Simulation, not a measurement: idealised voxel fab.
Process module, titled voxel transistor to metal
We display cut, a cross-section 165 nm in width whose square cells are each 5 nm.
In this document a cross-section is written as a grid of square cells. It is given as a series of bands, listed from the top down, and a band is one or more rows of cells.
Quick guide to a band line: top height, bottom height (nm) up front; then every material left to right with its width in nm. Only one material and it's marked "edge to edge"? Then it fills the band edge to edge. And "air" just means empty space.
Heads up on the height convention: 0 is the point under which the incoming wafer is all one material, and the lowest band has no bottom, it just keeps going down, like "from 0 down".
So if you see something like "30 to 40" for the width, read it as the top row of the band sitting at the first number and the bottom row at the second, with every row in between moving by the same amount as the last.
Step marked "same as before"? Then no cell in the cross-section changed in it.
What "Sealed void list" gives you is every empty space of 8 cells or more that is cut off from the top. Each appears as width x height at distance, with the distance taken from the left edge and width, height and distance all in nm.
Note: text after step settings on the step line = simulator remark on that step.
The setting "overlay nm" may be written on the line of a step. When the step uses a mask, the value reports how far to the right of the planned place the mask lay, and a negative value reports that it lay to the left.

### The process steps that were planned are listed below
1) RECEIVE, material Si
2) CONFORMAL_DEP, material SiO2, thk nm 5
3) CONFORMAL_DEP, material SiN, thk nm 15
4) PATTERN, tone cover, mask id ACTIVE, material resist, width nm 95, thk nm 15, overlay nm 0
5) DIRECTIONAL_ETCH, etch materials SiN, depth nm 15
6) DIRECTIONAL_ETCH, etch materials SiO2, depth nm 5
7) DIRECTIONAL_ETCH, etch materials Si, depth nm 35
8) STRIP, etch materials resist
9) FILL_DEP, material SiO2, thk nm 15
10) CMP, height nm 20
11) SELECTIVE_ETCH, etch materials SiO2, depth nm 10
12) STRIP, etch materials SiN
13) SELECTIVE_ETCH, etch materials SiO2, depth nm 5
14) OXIDIZE, depth nm 5
15) DIRECTIONAL_DEP, material polySi, thk nm 25
16) DIRECTIONAL_DEP, material SiCN, thk nm 10
17) DIRECTIONAL_DEP, material aC, thk nm 15
18) PATTERN, tone cover, mask id GATE, material resist, width nm 15, thk nm 30, overlay nm 0
19) DIRECTIONAL_ETCH, etch materials aC, depth nm 15
20) STRIP, etch materials resist
21) DIRECTIONAL_ETCH, etch materials SiCN, depth nm 20
22) DIRECTIONAL_ETCH, etch materials polySi, depth nm 35
23) STRIP, etch materials aC
24) CONFORMAL_DEP, material SiN, thk nm 10
25) DIRECTIONAL_ETCH, etch materials SiN, depth nm 10
26) DIRECTIONAL_ETCH, etch materials SiO2, depth nm 5
27) DIRECTIONAL_ETCH, etch materials Si, depth nm 15
28) EPI, material pSi, thk nm 20
29) FILL_DEP, material SiO2, thk nm 5
30) CMP, height nm 35
31) DIRECTIONAL_DEP, material SiO2, thk nm 15
32) PATTERN, tone open, mask id CONTACT, material resist, width nm 30, pitch nm 55, thk nm 15, overlay nm 0
33) DIRECTIONAL_ETCH, etch materials SiO2, depth nm 35
34) STRIP, etch materials resist
35) CONFORMAL_DEP, material TiN, thk nm 5
36) FILL_DEP, material W, thk nm 10
37) CMP, height nm 50
38) CONFORMAL_DEP, material SiCN, thk nm 5
39) DIRECTIONAL_DEP, material SiO2, thk nm 25
40) DIRECTIONAL_DEP, material aC, thk nm 10
41) PATTERN, tone open, mask id METAL_1, material resist, width nm 20, pitch nm 65, thk nm 25, overlay nm 0
42) DIRECTIONAL_ETCH, etch materials aC, depth nm 10
43) STRIP, etch materials resist
44) DIRECTIONAL_ETCH, etch materials SiO2, depth nm 25
45) DIRECTIONAL_ETCH, etch materials SiCN, depth nm 5
46) STRIP, etch materials aC
47) CONFORMAL_DEP, material TiN, thk nm 5
48) FILL_DEP, material Cu, thk nm 5
49) CMP, height nm 80
50) CONFORMAL_DEP, material SiCN, thk nm 5
51) DIRECTIONAL_DEP, material SiO2, thk nm 30
52) DIRECTIONAL_DEP, material aC, thk nm 15
53) PATTERN, tone open, mask id METAL_2, material resist, width nm 20, pitch nm 65, thk nm 35, overlay nm 0
54) DIRECTIONAL_ETCH, etch materials aC, depth nm 15
55) STRIP, etch materials resist
56) DIRECTIONAL_ETCH, etch materials SiO2, depth nm 15
57) STRIP, etch materials aC
58) MASKED_ETCH, tone open, mask id METAL_2_HOLES, width nm 15, pitch nm 65, etch materials SiO2, depth nm 15, overlay nm -15
59) MASKED_ETCH, tone open, mask id METAL_2_HOLES, width nm 15, pitch nm 65, etch materials SiCN, depth nm 5, overlay nm 0
60) CONFORMAL_DEP, material TiN, thk nm 5
61) FILL_DEP, material Cu, thk nm 5
62) CMP, height nm 115
63) CONFORMAL_DEP, material SiN, thk nm 5
Every wafer here starts from the same state; it is the step 58 overlay nm that distinguishes them, and the value the plan gives belongs to the first wafer.

### Cross-section of the first incoming wafer of several, state after step 1
from 0 down | Si edge to edge
Sealed void list: none

### Cross-section after step 63, the final step of the module, for the first of several wafers
from 120 to 115 | SiN edge to edge
from 115 to 105 | SiO2=25  TiN=5  Cu=25  TiN=5  SiO2=30  TiN=5  Cu=25  TiN=5  SiO2=40
from 105 to 100 | SiO2=25  TiN=35  SiO2=30  TiN=35  SiO2=40
from 100 to 85 | SiO2 edge to edge
from 85 to 80 | SiCN edge to edge
from 80 to 55 | SiO2=40  TiN=5  Cu=10  TiN=5  SiO2=45  TiN=5  Cu=10  TiN=5  SiO2=40
from 55 to 50 | SiCN=40  TiN=20  SiCN=45  TiN=20  SiCN=40
from 50 to 40 | SiO2=40  TiN=5  W=20  TiN=5  SiO2=25  TiN=5  W=20  TiN=5  SiO2=40
from 40 to 35 | SiO2=40  TiN=5  W=15  TiN=10  SiO2=25  TiN=10  W=15  TiN=5  SiO2=40
from 35 to 25 | SiO2=40  TiN=5  W=15  TiN=5  SiN=10  SiCN=15  SiN=10  TiN=5  W=15  TiN=5  SiO2=40
from 25 to 20 | SiO2=40  TiN=5  W=15  TiN=5  SiN=10  polySi=15  SiN=10  TiN=5  W=15  TiN=5  SiO2=40
from 20 to 15 | SiO2=40  TiN=25  SiN=10  polySi=15  SiN=10  TiN=25  SiO2=40
from 15 to 5 | SiO2=30  pSi=35  SiN=10  polySi=15  SiN=10  pSi=35  SiO2=30
from 5 to 0 | SiO2=30  SiN=10  pSi=25  SiN=10  polySi=15  SiN=10  pSi=25  SiN=10  SiO2=30
from 0 to -5 | SiO2=40  pSi=25  SiO2=35  pSi=25  SiO2=40
from -5 to -20 | SiO2=35  Si=5  pSi=25  Si=35  pSi=25  Si=5  SiO2=35
from -20 to -35 | SiO2=35  Si=95  SiO2=35
from -35 down | Si edge to edge
Sealed void list: none

### The final wafer, sectioned at module end
from 120 to 115 | SiN edge to edge
from 115 to 105 | SiO2=40  TiN=5  Cu=20  TiN=5  SiO2=35  TiN=5  Cu=20  TiN=5  SiO2=30
from 105 to 100 | SiO2=40  TiN=30  SiO2=35  TiN=30  SiO2=30
from 100 to 85 | SiO2=55  TiN=5  SiO2=60  TiN=5  SiO2=40
from 85 to 80 | SiCN edge to edge
from 80 to 55 | SiO2=40  TiN=5  Cu=10  TiN=5  SiO2=45  TiN=5  Cu=10  TiN=5  SiO2=40
from 55 to 50 | SiCN=40  TiN=20  SiCN=45  TiN=20  SiCN=40
from 50 to 40 | SiO2=40  TiN=5  W=20  TiN=5  SiO2=25  TiN=5  W=20  TiN=5  SiO2=40
from 40 to 35 | SiO2=40  TiN=5  W=15  TiN=10  SiO2=25  TiN=10  W=15  TiN=5  SiO2=40
from 35 to 25 | SiO2=40  TiN=5  W=15  TiN=5  SiN=10  SiCN=15  SiN=10  TiN=5  W=15  TiN=5  SiO2=40
from 25 to 20 | SiO2=40  TiN=5  W=15  TiN=5  SiN=10  polySi=15  SiN=10  TiN=5  W=15  TiN=5  SiO2=40
from 20 to 15 | SiO2=40  TiN=25  SiN=10  polySi=15  SiN=10  TiN=25  SiO2=40
from 15 to 5 | SiO2=30  pSi=35  SiN=10  polySi=15  SiN=10  pSi=35  SiO2=30
from 5 to 0 | SiO2=30  SiN=10  pSi=25  SiN=10  polySi=15  SiN=10  pSi=25  SiN=10  SiO2=30
from 0 to -5 | SiO2=40  pSi=25  SiO2=35  pSi=25  SiO2=40
from -5 to -20 | SiO2=35  Si=5  pSi=25  Si=35  pSi=25  Si=5  SiO2=35
from -20 to -35 | SiO2=35  Si=95  SiO2=35
from -35 down | Si edge to edge
Sealed void list: none

### For your reference, the table is organized with a row per wafer; each row reflects the wafer at the end of the module, indicating for each material the cells gained (+) or lost (-) since receipt, and thereafter its closed voids
overlay nm -15; +40 Cu; -147 Si; +64 SiCN; +65 SiN; +551 SiO2; +86 TiN; +40 W; +78 pSi; +15 polySi; Sealed void list: none
overlay nm -10; +36 Cu; -147 Si; +62 SiCN; +65 SiN; +551 SiO2; +92 TiN; +40 W; +78 pSi; +15 polySi; Sealed void list: none
overlay nm -5; +32 Cu; -147 Si; +60 SiCN; +65 SiN; +551 SiO2; +98 TiN; +40 W; +78 pSi; +15 polySi; Sealed void list: none
overlay nm 0; +36 Cu; -147 Si; +58 SiCN; +65 SiN; +551 SiO2; +96 TiN; +40 W; +78 pSi; +15 polySi; Sealed void list: none
overlay nm 5; +34 Cu; -147 Si; +60 SiCN; +65 SiN; +551 SiO2; +96 TiN; +40 W; +78 pSi; +15 polySi; Sealed void list: none
overlay nm 10; +32 Cu; -147 Si; +62 SiCN; +65 SiN; +551 SiO2; +96 TiN; +40 W; +78 pSi; +15 polySi; Sealed void list: none
overlay nm 15; +36 Cu; -147 Si; +64 SiCN; +65 SiN; +551 SiO2; +90 TiN; +40 W; +78 pSi; +15 polySi; Sealed void list: none
